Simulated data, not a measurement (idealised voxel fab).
This section sets out a process module, namely voxel gate over fins.
For reference, the cross-section in this document is cut, with width 220 nm and square cells of 5 nm.
Throughout this document, each cross-section is represented as a grid of square cells and is presented as a sequence of bands enumerated from the top downward, where a band comprises one or more rows of cells. Band: top height; bottom height; in nm. Then, left to right: material with width in nm, for each material. "full width": a single material spanning edge to edge. "empty": empty space. Where do heights start? At 0: under that level the wafer as delivered is made of one material only. And the lowest band has no floor; it just carries on downward, as in "from 0 down". Think of "30->40" as a width that walks from the first number to the second as you go down the band, top row to bottom row, taking equal-sized steps from row to row. "no change", as given for a step, is the statement that not any cell of the cross-section underwent a change during that step. "Closed void listing" - sealed voids, min. 8 cells, no opening to top; format: width x height at distance (distance from left edge; nm throughout). Text after the settings on a step's line: the simulator's own remark on that step. A step line may carry the setting "overlay nm", which, for steps involving a mask, states the distance by which the mask lay to the right of its intended position; negative values denote displacement to the left. Everything after this point is organized in pairs: a cross-section before one process step, a cross-section after it that shows only as deep as the lowest changed band, and, under the pair, the intervening step with its settings. Because different runs of this module on the same starting wafer can supply different pairs, a pair continues from the pair above it only if its entry headed "Preceding state" says so.
[Preceding state]
* from 15 to 10 = SiO2 full width
* from 10 to 0 = SiO2=50 / SiN=15 / SiO2=30 / SiN=15 / SiO2=30 / SiN=15 / SiO2=65
* from 0 to -30 = SiO2=50 / Si=15 / SiO2=30 / Si=15 / SiO2=30 / Si=15 / SiO2=65
* from -30 down = Si full width
* Closed void listing: none
[Post-Step Appearance]
* from 10 to 0 = SiO2=50 / SiN=15 / SiO2=30 / SiN=15 / SiO2=30 / SiN=15 / SiO2=65
* below 0: unchanged
* Closed void listing: none
The before and after cross-sections above differ by one step: CMP (height nm 10)
Preceding state: Reference is made to the cross-section shown after the step in the pair directly above, which represents the state prior to this step.
[Post-Step Appearance]
* from 10 to 0 = empty=50 / SiN=15 / empty=30 / SiN=15 / empty=30 / SiN=15 / empty=65
* from 0 to -10 = empty=50 / Si=15 / empty=30 / Si=15 / empty=30 / Si=15 / empty=65
* below -10: unchanged
* Closed void listing: none
The before and after cross-sections above differ by one step: SELECTIVE_ETCH (etch materials SiO2; depth nm 20)
Preceding state: Reference is made to the cross-section shown after the step in the pair directly above, which represents the state prior to this step.
[Post-Step Appearance]
* from 0 to -10 = empty=50 / Si=15 / empty=30 / Si=15 / empty=30 / Si=15 / empty=65
* below -10: unchanged
* Closed void listing: none
The before and after cross-sections above differ by one step: STRIP (etch materials SiN)
Preceding state: Reference is made to the cross-section shown after the step in the pair directly above, which represents the state prior to this step.
[Post-Step Appearance]
* from 5 to 0 = empty=45 / HfO2=25 / empty=20 / HfO2=25 / empty=20 / HfO2=25 / empty=60
* from 0 to -5 = empty=45 / HfO2=5 / Si=15 / HfO2=5 / empty=20 / HfO2=5 / Si=15 / HfO2=5 / empty=20 / HfO2=5 / Si=15 / HfO2=5 / empty=60
* from -5 to -10 = HfO2=50 / Si=15 / HfO2=30 / Si=15 / HfO2=30 / Si=15 / HfO2=65
* below -10: unchanged
* Closed void listing: none
The before and after cross-sections above differ by one step: CONFORMAL_DEP (material HfO2; thk nm 5)
Preceding state: Reference is made to the cross-section shown after the step in the pair directly above, which represents the state prior to this step.
[Post-Step Appearance]
* from 10 to 5 = empty=40 / TiN=35 / empty=10 / TiN=35 / empty=10 / TiN=35 / empty=55
* from 5 to 0 = empty=40 / TiN=5 / HfO2=25 / TiN=5 / empty=10 / TiN=5 / HfO2=25 / TiN=5 / empty=10 / TiN=5 / HfO2=25 / TiN=5 / empty=55
* from 0 to -5 = TiN=45 / HfO2=5 / Si=15 / HfO2=5 / TiN=20 / HfO2=5 / Si=15 / HfO2=5 / TiN=20 / HfO2=5 / Si=15 / HfO2=5 / TiN=60
* below -5: unchanged
* Closed void listing: none
The before and after cross-sections above differ by one step: CONFORMAL_DEP (material TiN; thk nm 5)
Preceding state: Reference is made to the cross-section shown after the step in the pair directly above, which represents the state prior to this step.
[Post-Step Appearance]
* from 20 to 10 = W full width
* from 10 to 5 = W=40 / TiN=35 / W=10 / TiN=35 / W=10 / TiN=35 / W=55
* from 5 to 0 = W=40 / TiN=5 / HfO2=25 / TiN=5 / W=10 / TiN=5 / HfO2=25 / TiN=5 / W=10 / TiN=5 / HfO2=25 / TiN=5 / W=55
* below 0: unchanged
* Closed void listing: none
The before and after cross-sections above differ by one step: FILL_DEP (material W; thk nm 10)
Preceding state: Reference is made to the cross-section shown after the step in the pair directly above, which represents the state prior to this step.
[Post-Step Appearance]
* from 15 to 10 = W full width
* below 10: unchanged
* Closed void listing: none
The before and after cross-sections above differ by one step: CMP (height nm 15)
Preceding state: Reference is made to the cross-section shown after the step in the pair directly above, which represents the state prior to this step.
[Post-Step Appearance]
* from 25 to 15 = SiCN full width
* below 15: unchanged
* Closed void listing: none
The before and after cross-sections above differ by one step: CONFORMAL_DEP (material SiCN; thk nm 10)
[Preceding state]
* from 15 to 10 = W full width
* from 10 to 5 = W=45 / TiN=35 / W=10 / TiN=35 / W=10 / TiN=35 / W=50
* from 5 to 0 = W=45 / TiN=5 / HfO2=25 / TiN=5 / W=10 / TiN=5 / HfO2=25 / TiN=5 / W=10 / TiN=5 / HfO2=25 / TiN=5 / W=50
* from 0 to -5 = TiN=50 / HfO2=5 / Si=15 / HfO2=5 / TiN=20 / HfO2=5 / Si=15 / HfO2=5 / TiN=20 / HfO2=5 / Si=15 / HfO2=5 / TiN=55
* from -5 to -10 = HfO2=55 / Si=15 / HfO2=30 / Si=15 / HfO2=30 / Si=15 / HfO2=60
* from -10 to -30 = SiO2=55 / Si=15 / SiO2=30 / Si=15 / SiO2=30 / Si=15 / SiO2=60
* from -30 down = Si full width
* Closed void listing: none
[Post-Step Appearance]
* from 25 to 10 = W full width
* below 10: unchanged
* Closed void listing: none
The before and after cross-sections above differ by one step: CONFORMAL_DEP (material W; thk nm 10)
[Preceding state]
* from 25 to 10 = aC full width
* from 10 to 0 = SiN full width
* from 0 down = Si full width
* Closed void listing: none
[Post-Step Appearance]
* from 55 to 25 = resist=55 / empty=15 / resist=30 / empty=15 / resist=30 / empty=15 / resist=60
* below 25: unchanged
* Closed void listing: none
The before and after cross-sections above differ by one step: PATTERN (tone open; mask id FINS; material resist; width nm 15; pitch nm 45; thk nm 30; overlay nm 0)
Preceding state: Reference is made to the cross-section shown after the step in the pair directly above, which represents the state prior to this step.
[Post-Step Appearance]
* from 40 to 25 = resist=55 / empty=15 / resist=30 / empty=15 / resist=30 / empty=15 / resist=60
* from 25 to 10 = aC=55 / empty=15 / aC=30 / empty=15 / aC=30 / empty=15 / aC=60
* below 10: unchanged
* Closed void listing: none
The before and after cross-sections above differ by one step: DIRECTIONAL_ETCH (etch materials aC; depth nm 15)
Preceding state: Reference is made to the cross-section shown after the step in the pair directly above, which represents the state prior to this step.
[Post-Step Appearance]
* from 25 to 10 = aC=55 / empty=15 / aC=30 / empty=15 / aC=30 / empty=15 / aC=60
* below 10: unchanged
* Closed void listing: none
The before and after cross-sections above differ by one step: STRIP (etch materials resist)
Preceding state: Reference is made to the cross-section shown after the step in the pair directly above, which represents the state prior to this step.
[Post-Step Appearance]
* from 25 to 10 = aC=55 / empty=15 / aC=30 / empty=15 / aC=30 / empty=15 / aC=60
* from 10 to 0 = SiN=55 / empty=15 / SiN=30 / empty=15 / SiN=30 / empty=15 / SiN=60
* below 0: unchanged
* Closed void listing: none
The before and after cross-sections above differ by one step: DIRECTIONAL_ETCH (etch materials SiN; depth nm 10)
Preceding state: Reference is made to the cross-section shown after the step in the pair directly above, which represents the state prior to this step.
[Post-Step Appearance]
* from 25 to 10 = aC=55 / empty=15 / aC=30 / empty=15 / aC=30 / empty=15 / aC=60
* from 10 to 0 = SiN=55 / empty=15 / SiN=30 / empty=15 / SiN=30 / empty=15 / SiN=60
* from 0 to -30 = Si=55 / empty=15 / Si=30 / empty=15 / Si=30 / empty=15 / Si=60
* below -30: unchanged
* Closed void listing: none
The before and after cross-sections above differ by one step: DIRECTIONAL_ETCH (etch materials Si; depth nm 30)
Preceding state: Reference is made to the cross-section shown after the step in the pair directly above, which represents the state prior to this step.
[Post-Step Appearance]
* from 10 to 0 = SiN=55 / empty=15 / SiN=30 / empty=15 / SiN=30 / empty=15 / SiN=60
* below 0: unchanged
* Closed void listing: none
The before and after cross-sections above differ by one step: STRIP (etch materials aC)
Preceding state: Reference is made to the cross-section shown after the step in the pair directly above, which represents the state prior to this step.
[Post-Step Appearance]
* from 15 to 10 = SiO2 full width
* from 10 to 0 = SiN=55 / SiO2=15 / SiN=30 / SiO2=15 / SiN=30 / SiO2=15 / SiN=60
* from 0 to -30 = Si=55 / SiO2=15 / Si=30 / SiO2=15 / Si=30 / SiO2=15 / Si=60
* below -30: unchanged
* Closed void listing: none
The before and after cross-sections above differ by one step: FILL_DEP (material SiO2; thk nm 5)
Preceding state: Reference is made to the cross-section shown after the step in the pair directly above, which represents the state prior to this step.
[Post-Step Appearance]
* from 10 to 0 = SiN=55 / SiO2=15 / SiN=30 / SiO2=15 / SiN=30 / SiO2=15 / SiN=60
* below 0: unchanged
* Closed void listing: none
The before and after cross-sections above differ by one step: CMP (height nm 10)
Preceding state: Reference is made to the cross-section shown after the step in the pair directly above, which represents the state prior to this step.
[Post-Step Appearance]
* from 10 to 0 = SiN=55 / empty=15 / SiN=30 / empty=15 / SiN=30 / empty=15 / SiN=60
* from 0 to -10 = Si=55 / empty=15 / Si=30 / empty=15 / Si=30 / empty=15 / Si=60
* below -10: unchanged
* Closed void listing: none
The before and after cross-sections above differ by one step: SELECTIVE_ETCH (etch materials SiO2; depth nm 20)
Preceding state: Reference is made to the cross-section shown after the step in the pair directly above, which represents the state prior to this step.
[Post-Step Appearance]
* from 0 to -10 = Si=55 / empty=15 / Si=30 / empty=15 / Si=30 / empty=15 / Si=60
* below -10: unchanged
* Closed void listing: none
The before and after cross-sections above differ by one step: STRIP (etch materials SiN)
Preceding state: Reference is made to the cross-section shown after the step in the pair directly above, which represents the state prior to this step.
[Post-Step Appearance]
* from 5 to 0 = HfO2=60 / empty=5 / HfO2=40 / empty=5 / HfO2=40 / empty=5 / HfO2=65
* from 0 to -5 = Si=55 / HfO2=5 / empty=5 / HfO2=5 / Si=30 / HfO2=5 / empty=5 / HfO2=5 / Si=30 / HfO2=5 / empty=5 / HfO2=5 / Si=60
* from -5 to -10 = Si=55 / HfO2=15 / Si=30 / HfO2=15 / Si=30 / HfO2=15 / Si=60
* below -10: unchanged
* Closed void listing: none
The before and after cross-sections above differ by one step: CONFORMAL_DEP (material HfO2; thk nm 5)
Preceding state: Reference is made to the cross-section shown after the step in the pair directly above, which represents the state prior to this step.
[Post-Step Appearance]
* from 10 to 5 = TiN full width
* from 5 to 0 = HfO2=60 / TiN=5 / HfO2=40 / TiN=5 / HfO2=40 / TiN=5 / HfO2=65
* from 0 to -5 = Si=55 / HfO2=5 / TiN=5 / HfO2=5 / Si=30 / HfO2=5 / TiN=5 / HfO2=5 / Si=30 / HfO2=5 / TiN=5 / HfO2=5 / Si=60
* below -5: unchanged
* Closed void listing: none
The before and after cross-sections above differ by one step: CONFORMAL_DEP (material TiN; thk nm 5)
Preceding state: Reference is made to the cross-section shown after the step in the pair directly above, which represents the state prior to this step.
[Post-Step Appearance]
* from 20 to 10 = W full width
* below 10: unchanged
* Closed void listing: none
The before and after cross-sections above differ by one step: FILL_DEP (material W; thk nm 10)
Preceding state: Reference is made to the cross-section shown after the step in the pair directly above, which represents the state prior to this step.
[Post-Step Appearance]
* from 15 to 10 = W full width
* below 10: unchanged
* Closed void listing: none
The before and after cross-sections above differ by one step: CMP (height nm 15)
Preceding state: Reference is made to the cross-section shown after the step in the pair directly above, which represents the state prior to this step.
[Post-Step Appearance]
* from 25 to 15 = SiCN full width
* below 15: unchanged
* Closed void listing: none
The before and after cross-sections above differ by one step: CONFORMAL_DEP (material SiCN; thk nm 10)
